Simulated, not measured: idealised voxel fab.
Module name: voxel ribs on slabs (process module)
Section shown: cut. Width: 245 nm. Cell size: 5 nm, square.
Bands, listed from the top down, are how a cross-section gets written in this document; the cross-section itself is a grid of square cells, and a band is one or more rows of them.
Basically the band line says how high the top is and how high the bottom is, in nm, and then what's in it from left to right, every material with its width in nm. Empty space shows up as "blank", and if a single material carries "edge to edge" it runs the full band edge to edge.
Note: height 0 marks the level under which the wafer is uniformly one material as received. Lowest band unbounded below, written "0..down".
The two numbers in a width such as "30..40" mark its ends across the band: the first belongs to the top row of cells, the second to the bottom row, and from each row to the next the width moves by the same amount.
"no alterations made" -> step changed no cross-section cell.
"Closed empty spaces": sealed empty spaces, 8 cells or more, no open way to top, listed width x height at distance, with distance from the left edge and width, height and distance in nm.
Heads up: the bit after the settings on a step's line is the simulator's remark on that step.
For masked steps, "overlay nm" on the step line gives how far right of plan the mask actually lay; a minus sign means it lay to the left.

Process steps (planned):
1,RECEIVE, material Si
2,DIRECTIONAL_DEP, material SiO2, thk nm 20
3,DIRECTIONAL_DEP, material SiN, thk nm 20
4,MASKED_ETCH, tone cover, mask id RIB, width nm 15, etch materials SiN, depth nm 10, overlay nm 0
5,MASKED_ETCH, tone cover, mask id SLAB, width nm 45, etch materials SiN, depth nm 10, overlay nm 0
6,FILL_DEP, material SiO2, thk nm 25
7,CMP, height nm 55
8,DIRECTIONAL_DEP, material W, thk nm 10
9,DIRECTIONAL_DEP, material aC, thk nm 15
10,PATTERN, tone cover, mask id HEATER, material resist, width nm 25, thk nm 30, overlay nm 0
11,DIRECTIONAL_ETCH, etch materials aC, depth nm 15
12,STRIP, etch materials resist
13,DIRECTIONAL_ETCH, etch materials W, depth nm 10
14,STRIP, etch materials aC
15,CONFORMAL_DEP, material SiO2, thk nm 5

Received-state cross-section, reflecting completion of step 1:
* 0..down: Si edge to edge
* Closed empty spaces: none

End-of-module cross-section of the first of two wafers, processed as planned:
* 70..65: 105 blank / 35 SiO2 / 105 blank
* 65..60: 105 blank / 5 SiO2 / 25 W / 5 SiO2 / 105 blank
* 60..55: 110 SiO2 / 25 W / 110 SiO2
* 55..40: SiO2 edge to edge
* 40..30: 115 SiO2 / 15 SiN / 115 SiO2
* 30..20: 100 SiO2 / 45 SiN / 100 SiO2
* 20..0: SiO2 edge to edge
* 0..down: Si edge to edge
* Closed empty spaces: none

Wafer two, sectioned after the module: the first wafer's start, the first wafer's plan, and one mistake in how it was run:
* 70..65: 105 blank / 35 SiO2 / 105 blank
* 65..60: 105 blank / 5 SiO2 / 25 W / 5 SiO2 / 105 blank
* 60..55: 110 SiO2 / 25 W / 110 SiO2
* 55..40: SiO2 edge to edge
* 40..30: 110 SiO2 / 15 SiN / 120 SiO2
* 30..20: 100 SiO2 / 45 SiN / 100 SiO2
* 20..0: SiO2 edge to edge
* 0..down: Si edge to edge
* Closed empty spaces: none
So what did we get wrong on this run? step 4 did not happen as planned, as run it was MASKED_ETCH, tone cover, mask id RIB, width nm 15, etch materials SiN, depth nm 10, overlay nm -5
So at the finish, the second wafer's got exactly as many cells of each material as the first, just not in the same spots.
